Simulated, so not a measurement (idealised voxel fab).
The following is a process module called voxel self aligned vias.
For reference, the cross-section in this document is cut, with width 235 nm and square cells of 5 nm.
Cross-section layout: square cells on a grid; listed as bands, top to bottom; a band spans one or more cell rows. This entry defines a band. It first specifies the height of the band's top and the height of its bottom in nm, and then specifies the band's materials from left to right, stating each material with its width in nm. The word "full width" identifies a single material that fills the band from edge to edge, while the word "air" identifies empty space. Heights are reckoned from 0. Under this level, the received wafer is all of one material. The bottommost band is open-ended downward, for example "0 -> down". Width "30->40": first value at the band's top row of cells, second value at its bottom row, equal change from row to row. Reading "all unchanged" for a step: not a cell of the cross-section changed in it. Reported under the label "Closed void roster" are the empty spaces having no open way to the top and comprising 8 cells or more; the notation for each is width x height at distance, in which the distance is measured from the left edge and all three values are in nm. Anything after a step's settings on that line? It's the simulator's own note about the step. For masked steps, "overlay nm" on the step line gives how far right of plan the mask actually lay; a minus sign means it lay to the left.

Process steps (planned):
1,RECEIVE, material Si
2,CONFORMAL_DEP, material SiO2, thk nm 15
3,CONFORMAL_DEP, material SiCN, thk nm 5
4,DIRECTIONAL_DEP, material SiO2, thk nm 30
5,MASKED_ETCH, tone open, mask id LINES, width nm 30, pitch nm 65, etch materials SiO2, depth nm 30, overlay nm 0
6,CONFORMAL_DEP, material TiN, thk nm 5
7,FILL_DEP, material Ru, thk nm 10
8,CMP, height nm 50
9,SELECTIVE_ETCH, etch materials W Ru TiN, depth nm 5
10,FILL_DEP, material SiN, thk nm 5
11,CMP, height nm 40
12,DIRECTIONAL_DEP, material SiO2, thk nm 20
13,DIRECTIONAL_DEP, material aC, thk nm 10
14,PATTERN, tone open, mask id VIAS, material resist, width nm 40, pitch nm 65, thk nm 25, overlay nm 0
15,DIRECTIONAL_ETCH, etch materials aC, depth nm 10
16,STRIP, etch materials resist
17,DIRECTIONAL_ETCH, etch materials SiO2, depth nm 20
18,DIRECTIONAL_ETCH, etch materials SiN, depth nm 5
19,STRIP, etch materials aC
20,CONFORMAL_DEP, material TiN, thk nm 5
21,FILL_DEP, material W, thk nm 5
22,CMP, height nm 70
23,CONFORMAL_DEP, material SiN, thk nm 5
Be aware that, although all wafers share a common starting state, the height nm at step 11 differs among them, and the plan displays the first wafer's value.

Cross-section of the first incoming wafer of several, state after step 1:
* 0 -> down = Si full width
* Closed void roster: none

After the module's final step, step 23: the first of several wafers in cross-section:
* 75 -> 70 = SiN full width
* 70 -> 65 = W full width
* 65 -> 60 = TiN=70  W=30  TiN=35  W=30  TiN=70
* 60 -> 45 = SiO2=65  TiN=5  W=30  TiN=5  SiO2=25  TiN=5  W=30  TiN=5  SiO2=65
* 45 -> 40 = SiO2=65  TiN=40  SiO2=25  TiN=40  SiO2=65
* 40 -> 25 = SiO2=70  TiN=5  Ru=20  TiN=5  SiO2=35  TiN=5  Ru=20  TiN=5  SiO2=70
* 25 -> 20 = SiO2=70  TiN=30  SiO2=35  TiN=30  SiO2=70
* 20 -> 15 = SiCN full width
* 15 -> 0 = SiO2 full width
* 0 -> down = Si full width
* Closed void roster: none

Last wafer of the set, cross-sectioned at end of module:
* 75 -> 70 = SiN full width
* 70 -> 55 = SiO2=65  TiN=5  W=30  TiN=5  SiO2=25  TiN=5  W=30  TiN=5  SiO2=65
* 55 -> 50 = SiN=65  TiN=40  SiN=25  TiN=40  SiN=65
* 50 -> 45 = SiO2=70  SiN=30  SiO2=35  SiN=30  SiO2=70
* 45 -> 25 = SiO2=70  TiN=5  Ru=20  TiN=5  SiO2=35  TiN=5  Ru=20  TiN=5  SiO2=70
* 25 -> 20 = SiO2=70  TiN=30  SiO2=35  TiN=30  SiO2=70
* 20 -> 15 = SiCN full width
* 15 -> 0 = SiO2 full width
* 0 -> down = Si full width
* Closed void roster: none

Take any row and you have a wafer at the end of the module: how many cells of each material it has gained (+) or lost (-) since it was received, and then its closed voids:
height nm 40; +24 Ru; +47 SiCN; +47 SiN; +405 SiO2; +87 TiN; +95 W; Closed void roster: none
height nm 45; +32 Ru; +47 SiCN; +47 SiN; +440 SiO2; +91 TiN; +48 W; Closed void roster: none
height nm 50; +32 Ru; +47 SiCN; +47 SiN; +475 SiO2; +60 TiN; +44 W; Closed void roster: none
height nm 55; +32 Ru; +47 SiCN; +90 SiN; +444 SiO2; +56 TiN; +36 W; Closed void roster: none
